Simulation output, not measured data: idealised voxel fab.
Module name: voxel transistor to metal (process module)
Shown is cross-section cut, with a width of 150 nm and square cells of size 5 nm.
Cross-section spec: square-cell grid; bands listed top down; each band is one or more rows.
Look at the band entry: it leads with the top's height and the bottom's height in nm. Then it lists the materials left to right, with a width in nm for each. The word "all across" on a single material says that material fills the band edge to edge. The word "air" is empty space.
Counting heights begins at 0, where everything beneath is, in the wafer as received, one material. The lowest band has no bottom; it goes on downwards, as "top 0, no bottom" shows.
Note: "30..40" means the width goes from the first number (top row of the band) to the second number (bottom row) in equal steps per row of cells.
"no change" -> step changed no cross-section cell.
Empty spaces without an open route to the top, at least 8 cells in extent, make up the entry "Entrapped voids"; each is given as width x height at distance, where the distance is measured from the left edge, and all are in nm.
What comes after the settings on a step's line is commentary from the simulator itself on that step.
"overlay nm" answers the question of how far to the right of plan the mask lay on a step that has a mask, and when it is negative the answer is to the left.

These are the steps we planned for the process:
1: RECEIVE [material Si]
2: OXIDIZE [depth nm 5]
3: CONFORMAL_DEP [material SiN] [thk nm 15]
4: DIRECTIONAL_DEP [material aC] [thk nm 15]
5: PATTERN [tone cover] [mask id ACTIVE] [material resist] [width nm 110] [thk nm 30] [overlay nm 0]
6: DIRECTIONAL_ETCH [etch materials aC] [depth nm 15]
7: STRIP [etch materials resist]
8: DIRECTIONAL_ETCH [etch materials SiN] [depth nm 15]
9: DIRECTIONAL_ETCH [etch materials SiO2] [depth nm 5]
10: DIRECTIONAL_ETCH [etch materials Si] [depth nm 20]
11: STRIP [etch materials aC]
12: OXIDIZE [depth nm 5]
13: FILL_DEP [material SiO2] [thk nm 10]
14: CMP [height nm 15]
15: SELECTIVE_ETCH [etch materials SiO2] [depth nm 5]
16: STRIP [etch materials SiN]
17: SELECTIVE_ETCH [etch materials SiO2] [depth nm 5]
18: OXIDIZE [depth nm 5]
19: DIRECTIONAL_DEP [material polySi] [thk nm 20]
20: DIRECTIONAL_DEP [material SiCN] [thk nm 10]
21: DIRECTIONAL_DEP [material aC] [thk nm 15]
22: PATTERN [tone cover] [mask id GATE] [material resist] [width nm 30] [thk nm 35] [overlay nm 0]
23: DIRECTIONAL_ETCH [etch materials aC] [depth nm 15]
24: STRIP [etch materials resist]
25: DIRECTIONAL_ETCH [etch materials SiCN] [depth nm 20]
26: DIRECTIONAL_ETCH [etch materials polySi] [depth nm 30]
27: STRIP [etch materials aC]
28: CONFORMAL_DEP [material SiO2] [thk nm 5]
29: DIRECTIONAL_ETCH [etch materials SiO2] [depth nm 5]
30: CONFORMAL_DEP [material SiN] [thk nm 5]
31: DIRECTIONAL_ETCH [etch materials SiN] [depth nm 5]
32: DIRECTIONAL_ETCH [etch materials SiO2] [depth nm 5]
33: DIRECTIONAL_ETCH [etch materials Si] [depth nm 15]
34: EPI [material SiGe] [thk nm 15]
35: FILL_DEP [material SiO2] [thk nm 5]
36: CMP [height nm 15]
37: STRIP [etch materials polySi]
38: SELECTIVE_ETCH [etch materials SiO2] [depth nm 5]
39: CONFORMAL_DEP [material HfO2] [thk nm 5]
40: CONFORMAL_DEP [material TiN] [thk nm 5]
41: FILL_DEP [material W] [thk nm 5]
42: CMP [height nm 10]
43: DIRECTIONAL_DEP [material SiO2] [thk nm 15]
44: PATTERN [tone open] [mask id CONTACT] [material resist] [width nm 15] [pitch nm 85] [thk nm 20] [overlay nm 0]
45: DIRECTIONAL_ETCH [etch materials SiO2] [depth nm 35]
46: STRIP [etch materials resist]
47: CONFORMAL_DEP [material TiN] [thk nm 5]
48: FILL_DEP [material W] [thk nm 10]
49: CMP [height nm 25]
50: CONFORMAL_DEP [material SiN] [thk nm 5]
51: DIRECTIONAL_DEP [material SiO2] [thk nm 25]
52: PATTERN [tone open] [mask id METAL_1] [material resist] [width nm 15] [pitch nm 85] [thk nm 15] [overlay nm 0]
53: DIRECTIONAL_ETCH [etch materials SiO2] [depth nm 25]
54: DIRECTIONAL_ETCH [etch materials SiN] [depth nm 5]
55: STRIP [etch materials resist]
56: CONFORMAL_DEP [material TiN] [thk nm 5]
57: FILL_DEP [material Cu] [thk nm 10]
58: CMP [height nm 55]
59: EPI [material Ru] [thk nm 5]
60: FILL_DEP [material SiCN] [thk nm 5]
61: DIRECTIONAL_DEP [material lowk] [thk nm 35]
62: DIRECTIONAL_DEP [material aC] [thk nm 10]
63: PATTERN [tone open] [mask id METAL_2] [material resist] [width nm 15] [pitch nm 85] [thk nm 25] [overlay nm -10]
64: DIRECTIONAL_ETCH [etch materials aC] [depth nm 10]
65: STRIP [etch materials resist]
66: DIRECTIONAL_ETCH [etch materials lowk] [depth nm 20]
67: STRIP [etch materials aC]
68: DIRECTIONAL_DEP [material aC] [thk nm 15]
69: PATTERN [tone open] [mask id METAL_2_HOLES] [material resist] [width nm 15] [pitch nm 85] [thk nm 35] [overlay nm 0]
70: DIRECTIONAL_ETCH [etch materials aC] [depth nm 15]
71: STRIP [etch materials resist]
72: DIRECTIONAL_ETCH [etch materials lowk] [depth nm 15]
73: DIRECTIONAL_ETCH [etch materials SiCN] [depth nm 5]
74: STRIP [etch materials aC]
75: CONFORMAL_DEP [material TiN] [thk nm 5]
76: FILL_DEP [material Cu] [thk nm 5]
77: CMP [height nm 100]
78: CONFORMAL_DEP [material SiCN] [thk nm 5]
The plan shows the overlay nm of step 63 as the first wafer had it; this setting differs between the wafers, which start out alike.

The first of several wafers in cross-section, exactly as it reached us after step 1:
- top 0, no bottom  Si all across
- Entrapped voids: none

Gained (+) or lost (-) cells of each material since receipt, then closed voids: one row per wafer, at the end of the module:
overlay nm -10, +24 Cu, +14 HfO2, +10 Ru, -130 Si, +78 SiCN, +48 SiGe, +34 SiN, +274 SiO2, +96 TiN, +14 W, +168 lowk, Entrapped voids: none
overlay nm -5, +20 Cu, +14 HfO2, +10 Ru, -130 Si, +76 SiCN, +48 SiGe, +34 SiN, +274 SiO2, +102 TiN, +14 W, +168 lowk, Entrapped voids: none
overlay nm 0, +24 Cu, +14 HfO2, +10 Ru, -130 Si, +74 SiCN, +48 SiGe, +34 SiN, +274 SiO2, +100 TiN, +14 W, +168 lowk, Entrapped voids: none
overlay nm 5, +20 Cu, +14 HfO2, +10 Ru, -130 Si, +76 SiCN, +48 SiGe, +34 SiN, +274 SiO2, +102 TiN, +14 W, +168 lowk, Entrapped voids: none
overlay nm 10, +24 Cu, +14 HfO2, +10 Ru, -130 Si, +78 SiCN, +48 SiGe, +34 SiN, +274 SiO2, +96 TiN, +14 W, +168 lowk, Entrapped voids: none
